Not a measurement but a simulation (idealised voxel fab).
process module | voxel gate over fins
cross-section cut | 240 nm wide | cells 5 nm
A cross-section is a grid of square cells, given in bands from the top down. A band is one or more rows of cells.
Each band's line starts with the height of the band's top and of its bottom, in nm. Then come its materials from left to right, each with its width in nm. One material with "throughout" fills the band from edge to edge. "air" is empty space.
Height 0 is the level under which the wafer as received is all one material. The lowest band goes on downwards, as in "0 down".
A width such as "30 to 40" changes by the same amount from each row of cells to the next, from the band's top row to its bottom row.
"no change" after a step means that no cell of the cross-section changed.
closed voids: empty space of 8 cells or more with no open way to the top, each as width x height at its distance from the left edge, in nm
after a step's settings: what the simulator itself notes on the step
overlay nm, on a step with a mask: how far to the right of its planned place the mask lay; to the left if negative
plan
1 op RECEIVE | material Si
2 op CONFORMAL_DEP | material SiN | thk nm 5
3 op DIRECTIONAL_DEP | material aC | thk nm 15
4 op PATTERN | tone cover | mask id FINS | material resist | width nm 15 | pitch nm 50 | thk nm 35 | overlay nm 0
5 op DIRECTIONAL_ETCH | etch materials aC | depth nm 15
6 op STRIP | etch materials resist
7 op DIRECTIONAL_ETCH | etch materials SiN | depth nm 5
8 op DIRECTIONAL_ETCH | etch materials Si | depth nm 35
9 op STRIP | etch materials aC
10 op OXIDIZE | depth nm 5
11 op FILL_DEP | material SiO2 | thk nm 15
12 op CMP | height nm 5
13 op MASKED_ETCH | tone open | mask id RAIL | width nm 15 | etch materials SiO2 | depth nm 35 | overlay nm 0
14 op CONFORMAL_DEP | material TiN | thk nm 5
15 op FILL_DEP | material W | thk nm 5
16 op CMP | height nm 5
17 op SELECTIVE_ETCH | etch materials W Ru TiN | depth nm 20
18 op FILL_DEP | material SiO2 | thk nm 5
19 op CMP | height nm 5
20 op SELECTIVE_ETCH | etch materials SiO2 | depth nm 15
21 op STRIP | etch materials SiN
22 op CONFORMAL_DEP | material HfO2 | thk nm 5
23 op CONFORMAL_DEP | material TiN | thk nm 5
24 op CONFORMAL_DEP | material TiAl | thk nm 5
25 op CONFORMAL_DEP | material TiN | thk nm 5
26 op FILL_DEP | material W | thk nm 15
27 op CMP | height nm 30
28 op CONFORMAL_DEP | material SiCN | thk nm 5
as received, after step 1
  0 down: Si throughout
  closed voids: none
a wafer at the end: this start, this plan, one mistake
  35 to 30: SiCN throughout
  30 to 20: W throughout
  20 to 15: W 70 | TiN 45 | W 5 | TiN 45 | W 75
  15 to 10: W 70 | TiN 5 | TiAl 35 | TiN 5 | W 5 | TiN 5 | TiAl 35 | TiN 5 | W 75
  10 to 5: TiN 75 | TiAl 5 | TiN 25 | TiAl 5 | TiN 15 | TiAl 5 | TiN 25 | TiAl 5 | TiN 80
  5 to 0: TiAl 80 | TiN 5 | HfO2 15 | TiN 5 | TiAl 25 | TiN 5 | HfO2 15 | TiN 5 | TiAl 85
  0 to -5: TiN 85 | HfO2 5 | Si 5 | HfO2 5 | TiN 35 | HfO2 5 | Si 5 | HfO2 5 | TiN 90
  -5 to -10: HfO2 75 | TiN 10 | HfO2 5 | Si 5 | HfO2 5 | TiN 10 | HfO2 15 | TiN 10 | HfO2 5 | Si 5 | HfO2 5 | TiN 10 | HfO2 80
  -10 to -15: SiO2 70 | HfO2 20 | Si 5 | HfO2 20 | SiO2 5 | HfO2 20 | Si 5 | HfO2 20 | SiO2 75
  -15 to -25: SiO2 90 | Si 5 | SiO2 15 | TiN 5 | W 5 | TiN 5 | SiO2 15 | Si 5 | SiO2 95
  -25 to -30: SiO2 90 | Si 5 | SiO2 15 | TiN 15 | SiO2 15 | Si 5 | SiO2 95
  -30 to -40: SiO2 90 | Si 5 | SiO2 45 | Si 5 | SiO2 95
  -40 down: Si throughout
  closed voids: none
what went wrong: steps 20 and 21 were swapped
